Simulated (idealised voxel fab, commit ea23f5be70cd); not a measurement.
The document below concerns the process module designated voxel ribs on slabs.
Section cut is 240 nm wide and gridded with 5 nm square cells.
Heads up, the way a cross-section reads in here is a grid of square cells, handed over as bands from the top down, with every band being one or more rows of cells. Quick guide to a band line: top height, bottom height (nm) up front; then every material left to right with its width in nm. Only one material and it's marked "full width"? Then it fills the band edge to edge. And "air" just means empty space. Basically, 0 is our baseline, since under it the wafer straight out of the box is all one material. The bottom band has no lower end and keeps on going down, so it looks like "0 and below". A two-number width, for instance "30->40", indicates that the width is equal to the first number in the top row of the band and to the second number in the bottom row, and that it changes by a constant amount per row of cells. Basically "nothing was modified" means that step didn't change any cell in the cross-section. Entry "Enclosed void list". Content: empty spaces with no open connection to the top, size 8 cells or greater. Each: width x height at distance. Distance: from left edge. Unit: nm. If you see something after the settings on a step's line, that's the simulator's own remark about that step. overlay nm: mask offset rightward from planned place, masked step; negative means leftward offset.
THE STEPS PLANNED FOR THE PROCESS ARE AS FOLLOWS
1 RECEIVE,material Si
2 DIRECTIONAL_DEP,material SiO2,thk nm 25
3 DIRECTIONAL_DEP,material SiN,thk nm 25
4 PATTERN,tone cover,mask id RIB,material resist,width nm 30,thk nm 20,overlay nm 0
5 DIRECTIONAL_ETCH,etch materials SiN,depth nm 5
6 STRIP,etch materials resist
7 PATTERN,tone cover,mask id SLAB,material resist,width nm 90,thk nm 15,overlay nm 0
8 DIRECTIONAL_ETCH,etch materials SiN,depth nm 20
9 STRIP,etch materials resist
10 FILL_DEP,material SiO2,thk nm 20
11 CMP,height nm 65
12 DIRECTIONAL_DEP,material W,thk nm 5
13 DIRECTIONAL_DEP,material aC,thk nm 10
14 PATTERN,tone cover,mask id HEATER,material resist,width nm 40,thk nm 30,overlay nm 0
15 DIRECTIONAL_ETCH,etch materials aC,depth nm 10
16 STRIP,etch materials resist
17 DIRECTIONAL_ETCH,etch materials W,depth nm 5
18 STRIP,etch materials aC
19 CONFORMAL_DEP,material SiO2,thk nm 5
CROSS-SECTIONAL VIEW OF THE WAFER IN ITS AS-RECEIVED CONDITION, CORRESPONDING TO THE STATE AFTER STEP 1
	0 and below: Si full width
	Enclosed void list: none
MODULE COMPLETE - CROSS-SECTION OF THE FIRST OF TWO WAFERS, RUN ACCORDING TO PLAN
	75 down to 70: air (95); SiO2 (50); air (95)
	70 down to 65: SiO2 (100); W (40); SiO2 (100)
	65 down to 50: SiO2 full width
	50 down to 45: SiO2 (105); SiN (30); SiO2 (105)
	45 down to 25: SiO2 (75); SiN (90); SiO2 (75)
	25 down to 0: SiO2 full width
	0 and below: Si full width
	Enclosed void list: none
NOW THE SECOND WAFER, CROSS-SECTIONED AT THE END OF THE MODULE. NOTHING DIFFERENT AT THE START, NOTHING DIFFERENT IN THE PLAN COMPARED WITH THE FIRST, JUST ONE MISTAKE WHEN IT WAS ACTUALLY RUN
	75 down to 70: air (95); SiO2 (50); air (95)
	70 down to 65: SiO2 (100); W (40); SiO2 (100)
	65 down to 50: SiO2 full width
	50 down to 45: SiO2 (105); SiN (30); SiO2 (105)
	45 down to 25: SiO2 (70); SiN (100); SiO2 (70)
	25 down to 0: SiO2 full width
	0 and below: Si full width
	Enclosed void list: none
Heads up, the wafer didn't run the way we planned it: heads up, step 7 didn't go per plan, it actually ran as PATTERN,tone cover,mask id SLAB,material resist,width nm 100,thk nm 15,overlay nm 0
FYI, end of process, the second wafer has more or fewer cells of some materials than the first: SiN +8, SiO2 -8
